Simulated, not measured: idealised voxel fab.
Process module name: voxel spacer lines
Cross-section cut spans 185 nm and uses square cells 5 nm in size.
Cross-sections here: square-cell grids, written as top-down lists of bands, a band being one or more rows of cells. Band: top and bottom heights (nm) first, top before bottom; then materials from left to right, widths in nm. "edge to edge" marks a sole material filling the band edge to edge. "air" denotes empty space. Basically, 0 is our baseline, since under it the wafer straight out of the box is all one material. The bottom band has no lower end and keeps on going down, so it looks like "0 nm and below". Note: "30->40" means the width goes from the first number (top row of the band) to the second number (bottom row) in equal steps per row of cells. Given "nothing altered" for a step, no cell of the cross-section differs between before and after that step. "Enclosed void inventory" lists enclosed empty spaces (at least 8 cells, no open path upward to the top), each as width x height at distance from the left edge, in nm. Text after the settings on a step's line: the simulator's own remark on that step. overlay nm: where the mask lay relative to plan, measured to the right, on steps with a mask; negatives go left.

## These are the steps we planned for the process
- 1: RECEIVE with material Si
- 2: CONFORMAL_DEP with material Al2O3, thk nm 10
- 3: DIRECTIONAL_DEP with material W, thk nm 15
- 4: DIRECTIONAL_DEP with material aC, thk nm 20
- 5: PATTERN with tone cover, mask id MANDREL, material resist, width nm 15, pitch nm 50, thk nm 30, overlay nm 0
- 6: DIRECTIONAL_ETCH with etch materials aC, depth nm 20
- 7: STRIP with etch materials resist
- 8: CONFORMAL_DEP with material SiN, thk nm 10
- 9: DIRECTIONAL_ETCH with etch materials SiN, depth nm 10
- 10: STRIP with etch materials aC
- 11: DIRECTIONAL_ETCH with etch materials W, depth nm 15
- 12: STRIP with etch materials SiN
- 13: FILL_DEP with material SiO2, thk nm 10
- 14: CMP with height nm 25
Split variable: width nm, step 5. Plan value = first wafer. Wafers start alike.

## Cross-section of the first of several received wafers, showing its state after step 1
* 0 nm and below | Si edge to edge
* Enclosed void inventory: none

## each wafer at the end: cells of each material gained (+) or lost (-) since it was received, then its closed voids
width nm 15, +74 Al2O3, +75 SiO2, +36 W, Enclosed void inventory: none
width nm 20, +74 Al2O3, +75 SiO2, +36 W, Enclosed void inventory: none
width nm 25, +74 Al2O3, +75 SiO2, +36 W, Enclosed void inventory: none
width nm 30, +74 Al2O3, +75 SiO2, +36 W, Enclosed void inventory: none
